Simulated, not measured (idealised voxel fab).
Module name: voxel capacitor over wiring (process module)
Cross-section cut spans 280 nm and uses square cells 5 nm in size.
Bands, listed from the top down, are how a cross-section gets written in this document; the cross-section itself is a grid of square cells, and a band is one or more rows of them. Band: top height; bottom height; in nm. Then, left to right: material with width in nm, for each material. "all across": a single material spanning edge to edge. "blank": empty space. A quick word on heights: they are counted from 0, and under that level the wafer as it came to us is one material throughout. The lowest band is different from the rest in having no bottom; it simply continues downward, written as in "from 0 down". With a width like "30->40", each row of cells in the band differs from the next by the same amount, the top row carrying the first number and the bottom row the second. Take "no modifications" at face value: in the step it is given for, the cross-section changed in none of its cells. The label "Enclosed empty spaces" introduces a list of the empty spaces, 8 cells or larger, that have no open way up to the top; each entry in it reads width x height at distance, where the distance is taken from the left edge and all three are stated in nm. Whatever follows a step's settings on its line is a remark the simulator itself makes about that step. The setting "overlay nm" may be written on the line of a step. When the step uses a mask, the value reports how far to the right of the planned place the mask lay, and a negative value reports that it lay to the left.
## The steps planned for the process are as follows
1: op RECEIVE | material Si
2: op CONFORMAL_DEP | material SiO2 | thk nm 10
3: op DIRECTIONAL_DEP | material TiN | thk nm 5
4: op DIRECTIONAL_DEP | material W | thk nm 20
5: op MASKED_ETCH | tone cover | mask id METAL_1 | width nm 25 | pitch nm 85 | etch materials W | depth nm 20 | overlay nm 0
6: op MASKED_ETCH | tone cover | mask id METAL_1 | width nm 25 | pitch nm 85 | etch materials TiN | depth nm 5 | overlay nm 0
7: op CONFORMAL_DEP | material SiN | thk nm 5
8: op FILL_DEP | material lowk | thk nm 5
9: op CMP | height nm 35
10: op CONFORMAL_DEP | material SiCN | thk nm 5
11: op DIRECTIONAL_DEP | material SiO2 | thk nm 15
12: op PATTERN | tone open | mask id PLUG_1 | material resist | width nm 15 | thk nm 15 | overlay nm 0
13: op DIRECTIONAL_ETCH | etch materials SiO2 | depth nm 15
14: op DIRECTIONAL_ETCH | etch materials SiCN | depth nm 5
15: op STRIP | etch materials resist
16: op EPI | material Ru | thk nm 10
17: op EPI | material Ru | thk nm 10
18: op DIRECTIONAL_DEP | material TiN | thk nm 10
19: op DIRECTIONAL_DEP | material HfO2 | thk nm 5
20: op DIRECTIONAL_DEP | material TiN | thk nm 5
21: op DIRECTIONAL_DEP | material aC | thk nm 15
22: op PATTERN | tone cover | mask id UPPER_PLATE | material resist | width nm 65 | thk nm 30 | overlay nm 0
23: op DIRECTIONAL_ETCH | etch materials aC | depth nm 15
24: op STRIP | etch materials resist
25: op DIRECTIONAL_ETCH | etch materials TiN | depth nm 5
26: op DIRECTIONAL_ETCH | etch materials HfO2 | depth nm 5
27: op STRIP | etch materials aC
28: op DIRECTIONAL_DEP | material aC | thk nm 15
29: op PATTERN | tone cover | mask id LOWER_PLATE | material resist | width nm 75 | thk nm 35 | overlay nm 0
30: op DIRECTIONAL_ETCH | etch materials aC | depth nm 15
31: op STRIP | etch materials resist
32: op DIRECTIONAL_ETCH | etch materials TiN | depth nm 10
33: op STRIP | etch materials aC
34: op FILL_DEP | material SiO2 | thk nm 15
35: op CMP | height nm 85
36: op DIRECTIONAL_DEP | material aC | thk nm 15
37: op PATTERN | tone open | mask id PLUG_2 | material resist | width nm 15 | thk nm 35 | overlay nm 0
38: op DIRECTIONAL_ETCH | etch materials aC | depth nm 15
39: op STRIP | etch materials resist
40: op DIRECTIONAL_ETCH | etch materials SiO2 | depth nm 10
41: op STRIP | etch materials aC
42: op CONFORMAL_DEP | material TiN | thk nm 5
43: op FILL_DEP | material Cu | thk nm 5
44: op CMP | height nm 85
45: op CONFORMAL_DEP | material SiCN | thk nm 5
## Cross-section of the wafer at receipt, which is the condition after step 1
    from 0 down  Si all across
    Enclosed empty spaces: none
## Cross-section: first of two wafers, module finished, run according to plan
    from 90 to 85  SiCN all across
    from 85 to 80  105 of SiO2, then 5 of TiN, then 5 of Cu, then 5 of TiN, then 160 of SiO2
    from 80 to 70  105->95 of SiO2, then 15->65 of TiN, then 160->120 of SiO2
    from 70 to 65  95 of SiO2, then 65 of HfO2, then 120 of SiO2
    from 65 to 55  90 of SiO2, then 75 of TiN, then 115 of SiO2
    from 55 to 40  95 of SiO2, then 15 of Ru, then 170 of SiO2
    from 40 to 35  95 of SiCN, then 15 of Ru, then 170 of SiCN
    from 35 to 15  80 of lowk, then 5 of SiN, then 25 of W, then 5 of SiN, then 50 of lowk, then 5 of SiN, then 25 of W, then 5 of SiN, then 80 of lowk
    from 15 to 10  85 of SiN, then 25 of TiN, then 60 of SiN, then 25 of TiN, then 85 of SiN
    from 10 to 0  SiO2 all across
    from 0 down  Si all across
    Enclosed empty spaces: none
## Cross-section of the latter of the two wafers at module completion. It had an identical start and an identical plan to the former; in running it, one mistake was made
    from 90 to 85  SiCN all across
    from 85 to 80  105 of SiO2, then 5 of TiN, then 5 of Cu, then 5 of TiN, then 160 of SiO2
    from 80 to 70  105->95 of SiO2, then 15->65 of TiN, then 160->120 of SiO2
    from 70 to 65  95 of SiO2, then 65 of HfO2, then 120 of SiO2
    from 65 to 55  90 of SiO2, then 75 of TiN, then 115 of SiO2
    from 55 to 40  95 of SiO2, then 15 of Ru, then 170 of SiO2
    from 40 to 35  95 of SiCN, then 15 of Ru, then 170 of SiCN
    from 35 to 20  85 of lowk, then 5 of SiN, then 15 of W, then 5 of SiN, then 60 of lowk, then 5 of SiN, then 15 of W, then 5 of SiN, then 85 of lowk
    from 20 to 15  80 of lowk, then 10 of SiN, then 15 of W, then 10 of SiN, then 50 of lowk, then 10 of SiN, then 15 of W, then 10 of SiN, then 80 of lowk
    from 15 to 10  85 of SiN, then 25 of TiN, then 60 of SiN, then 25 of TiN, then 85 of SiN
    from 10 to 0  SiO2 all across
    from 0 down  Si all across
    Enclosed empty spaces: none
Short version of what went wrong: step 5 was not run as planned; what actually ran was op MASKED_ETCH | tone cover | mask id METAL_1 | width nm 15 | pitch nm 85 | etch materials W | depth nm 20 | overlay nm 0
Cell-count delta at end, second wafer over first, by material: 4 more of SiN, 16 fewer of W, 12 more of lowk
